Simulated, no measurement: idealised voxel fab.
The process module that follows is named voxel self aligned vias.
Displayed cross-section: cut, width of 250 nm, square cells sized 5 nm.
A cross-section is a grid of square cells, given in bands from the top down. A band is one or more rows of cells. First you get the band's top height and its bottom height, in nm, and then the materials it's made of, left to right, with each width in nm. If you see a single material with "everywhere", that one covers the band edge to edge. "blank" is empty space. Basically, 0 is our baseline, since under it the wafer straight out of the box is all one material. The bottom band has no lower end and keeps on going down, so it looks like "0 and below". A width such as "30 to 40" changes by the same amount from each row of cells to the next, from the band's top row to its bottom row. Key: "remained the same" - step with no changed cell in the cross-section. Listed in "Closed voids list": every empty space of 8 or more cells without an open way to the top. Form: width x height at distance, the distance being from the left edge, all in nm. Whatever follows a step's settings on its line is a remark the simulator itself makes about that step. Steps that use a mask can have "overlay nm" on their line. It says how far the mask sat to the right of where it was meant to be. Negative means to the left.
### Steps planned for the process
- 1: RECEIVE: material Si
- 2: CONFORMAL_DEP: material SiO2, thk nm 15
- 3: CONFORMAL_DEP: material SiCN, thk nm 5
- 4: DIRECTIONAL_DEP: material SiO2, thk nm 25
- 5: MASKED_ETCH: tone open, mask id LINES, width nm 25, pitch nm 65, etch materials SiO2, depth nm 25, overlay nm 0
- 6: CONFORMAL_DEP: material TiN, thk nm 5
- 7: FILL_DEP: material W, thk nm 5
- 8: CMP: height nm 45
- 9: SELECTIVE_ETCH: etch materials W Ru TiN, depth nm 10
- 10: FILL_DEP: material SiN, thk nm 10
- 11: CMP: height nm 45
- 12: DIRECTIONAL_DEP: material SiO2, thk nm 20
- 13: MASKED_ETCH: tone open, mask id VIAS, width nm 35, pitch nm 65, etch materials SiO2, depth nm 20, overlay nm 0
- 14: MASKED_ETCH: tone open, mask id VIAS, width nm 35, pitch nm 65, etch materials SiN, depth nm 10, overlay nm 0
- 15: CONFORMAL_DEP: material TiN, thk nm 5
- 16: FILL_DEP: material W, thk nm 10
- 17: CMP: height nm 65
- 18: CONFORMAL_DEP: material SiN, thk nm 5
### As received (post step 1): cross-section
- 0 and below = Si everywhere
- Closed voids list: none
### As-planned run: cross-section of the first of two wafers at end of module
- 70 down to 65 = SiN everywhere
- 65 down to 50 = 75 nm SiO2  5 nm TiN  25 nm W  5 nm TiN  30 nm SiO2  5 nm TiN  25 nm W  5 nm TiN  75 nm SiO2
- 50 down to 40 = 75 to 80 nm SiO2  10 to 5 nm TiN  15 nm W  10 to 5 nm TiN  30 to 40 nm SiO2  10 to 5 nm TiN  15 nm W  10 to 5 nm TiN  75 to 80 nm SiO2
- 40 down to 35 = 80 nm SiO2  25 nm TiN  40 nm SiO2  25 nm TiN  80 nm SiO2
- 35 down to 25 = 80 nm SiO2  5 nm TiN  15 nm W  5 nm TiN  40 nm SiO2  5 nm TiN  15 nm W  5 nm TiN  80 nm SiO2
- 25 down to 20 = 80 nm SiO2  25 nm TiN  40 nm SiO2  25 nm TiN  80 nm SiO2
- 20 down to 15 = SiCN everywhere
- 15 down to 0 = SiO2 everywhere
- 0 and below = Si everywhere
- Closed voids list: none
### Cross-section at end of module for the second wafer of two, which matched the first in starting point and plan and differed by one mistake in its processing
- 70 down to 65 = SiN everywhere
- 65 down to 50 = 75 nm SiO2  5 nm TiN  25 nm W  5 nm TiN  30 nm SiO2  5 nm TiN  25 nm W  5 nm TiN  75 nm SiO2
- 50 down to 40 = 75 to 80 nm SiO2  10 to 5 nm TiN  15 nm W  10 to 5 nm TiN  30 to 40 nm SiO2  10 to 5 nm TiN  15 nm W  10 to 5 nm TiN  75 to 80 nm SiO2
- 40 down to 35 = 80 nm SiO2  25 nm TiN  40 nm SiO2  25 nm TiN  80 nm SiO2
- 35 down to 30 = SiCN everywhere
- 30 down to 0 = SiO2 everywhere
- 0 and below = Si everywhere
- Closed voids list: none
Here's what went sideways: execution of plan step 2 occurred twice
Per the end-of-run cell counts, the second wafer holds more or fewer of some materials than the first: SiO2: 30 more; TiN: 18 fewer; W: 12 fewer
